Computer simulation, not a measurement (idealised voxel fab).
The process module that follows is named voxel double patterning.
200 nm wide, 5 nm square cells: that's cross-section cut.
This document writes a cross-section as a grid whose cells are square, and gives it as bands, listed from the top down; one or more rows of cells form a band.
This entry defines a band. It first specifies the height of the band's top and the height of its bottom in nm, and then specifies the band's materials from left to right, stating each material with its width in nm. The word "everywhere" identifies a single material that fills the band from edge to edge, while the word "air" identifies empty space.
Basically, 0 is our baseline, since under it the wafer straight out of the box is all one material. The bottom band has no lower end and keeps on going down, so it looks like "0 nm and below".
Per-row width for "30->40": begins at first number (top row of band), ends at second number (bottom row), increment between rows held constant.
Given "nothing changed" for a step, no cell of the cross-section differs between before and after that step.
Any empty space of 8 cells or more lacking an open way to the top shows up in "Non-vented voids" as width x height at distance, distance from the left edge, in nm.
If you see something after the settings on a step's line, that's the simulator's own remark about that step.
A step line may carry the setting "overlay nm", which, for steps involving a mask, states the distance by which the mask lay to the right of its intended position; negative values denote displacement to the left.

# Planned process steps
1) op RECEIVE | material Si
2) op CONFORMAL_DEP | material SiO2 | thk nm 10
3) op DIRECTIONAL_DEP | material TiN | thk nm 20
4) op DIRECTIONAL_DEP | material SiN | thk nm 5
5) op MASKED_ETCH | tone open | mask id FIRST | width nm 15 | pitch nm 50 | etch materials SiN | depth nm 5 | overlay nm 0
6) op DIRECTIONAL_DEP | material aC | thk nm 15
7) op PATTERN | tone open | mask id SECOND | material resist | width nm 15 | thk nm 35 | overlay nm 0
8) op DIRECTIONAL_ETCH | etch materials aC | depth nm 15
9) op STRIP | etch materials resist
10) op DIRECTIONAL_ETCH | etch materials SiN | depth nm 5
11) op STRIP | etch materials aC
12) op DIRECTIONAL_ETCH | etch materials TiN | depth nm 20
13) op STRIP | etch materials SiN

# Cross-sectional view of the wafer in its as-received condition, corresponding to the state after step 1
- 0 nm and below: Si everywhere
- Non-vented voids: none

# The module was run from the start shown above using the plan shown above, but one mistake was made doing it; the resulting wafer cross-section is below
- 30 nm to 10 nm: 90 air  15 TiN  95 air
- 10 nm to 0 nm: SiO2 everywhere
- 0 nm and below: Si everywhere
- Non-vented voids: none
what went wrong: it should be noted that step 7 was executed with settings other than those planned, the operation and settings actually applied being op PATTERN | tone cover | mask id SECOND | material resist | width nm 15 | thk nm 35 | overlay nm 0
